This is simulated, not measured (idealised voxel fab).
process module | voxel ribs on slabs
cross-section cut | 245 nm wide | cells 5 nm
A cross-section is a grid of square cells, given in bands from the top down. A band is one or more rows of cells.
Each band's line starts with the height of the band's top and of its bottom, in nm. Then come its materials from left to right, each with its width in nm. One material with "throughout" fills the band from edge to edge. "air" is empty space.
Height 0 is the level under which the wafer as received is all one material. The lowest band goes on downwards, as in "0 down".
A width such as "30 to 40" changes by the same amount from each row of cells to the next, from the band's top row to its bottom row.
"no change" after a step means that no cell of the cross-section changed.
closed voids: empty space of 8 cells or more with no open way to the top, each as width x height at its distance from the left edge, in nm
after a step's settings: what the simulator itself notes on the step
overlay nm, on a step with a mask: how far to the right of its planned place the mask lay; to the left if negative
plan
1 op RECEIVE | material Si
2 op DIRECTIONAL_DEP | material SiO2 | thk nm 20
3 op DIRECTIONAL_DEP | material SiN | thk nm 20
4 op MASKED_ETCH | tone cover | mask id RIB | width nm 15 | etch materials SiN | depth nm 10 | overlay nm 0
5 op MASKED_ETCH | tone cover | mask id SLAB | width nm 45 | etch materials SiN | depth nm 10 | overlay nm 0
6 op FILL_DEP | material SiO2 | thk nm 25
7 op CMP | height nm 55
8 op DIRECTIONAL_DEP | material W | thk nm 10
9 op DIRECTIONAL_DEP | material aC | thk nm 15
10 op PATTERN | tone cover | mask id HEATER | material resist | width nm 25 | thk nm 30 | overlay nm 0
11 op DIRECTIONAL_ETCH | etch materials aC | depth nm 15
12 op STRIP | etch materials resist
13 op DIRECTIONAL_ETCH | etch materials W | depth nm 10
14 op STRIP | etch materials aC
15 op CONFORMAL_DEP | material SiO2 | thk nm 5
as received, after step 1
  0 down: Si throughout
  closed voids: none
first wafer at the end, as planned
  70 to 65: air 105 | SiO2 35 | air 105
  65 to 60: air 105 | SiO2 5 | W 25 | SiO2 5 | air 105
  60 to 55: SiO2 110 | W 25 | SiO2 110
  55 to 40: SiO2 throughout
  40 to 30: SiO2 115 | SiN 15 | SiO2 115
  30 to 20: SiO2 100 | SiN 45 | SiO2 100
  20 to 0: SiO2 throughout
  0 down: Si throughout
  closed voids: none
second wafer at the end: like start, like plan, one mistake
  70 to 65: air 105 | SiO2 35 | air 105
  65 to 60: air 105 | SiO2 5 | W 25 | SiO2 5 | air 105
  60 to 55: SiO2 110 | W 25 | SiO2 110
  55 to 40: SiO2 throughout
  40 to 30: SiO2 115 | SiN 15 | SiO2 115
  30 to 20: SiO2 105 | SiN 35 | SiO2 105
  20 to 0: SiO2 throughout
  0 down: Si throughout
  closed voids: none
what went wrong: step 5 ran as: op MASKED_ETCH | tone cover | mask id SLAB | width nm 35 | etch materials SiN | depth nm 10 | overlay nm 0
at the end the second wafer has, in cells: 4 fewer of SiN | 4 more of SiO2
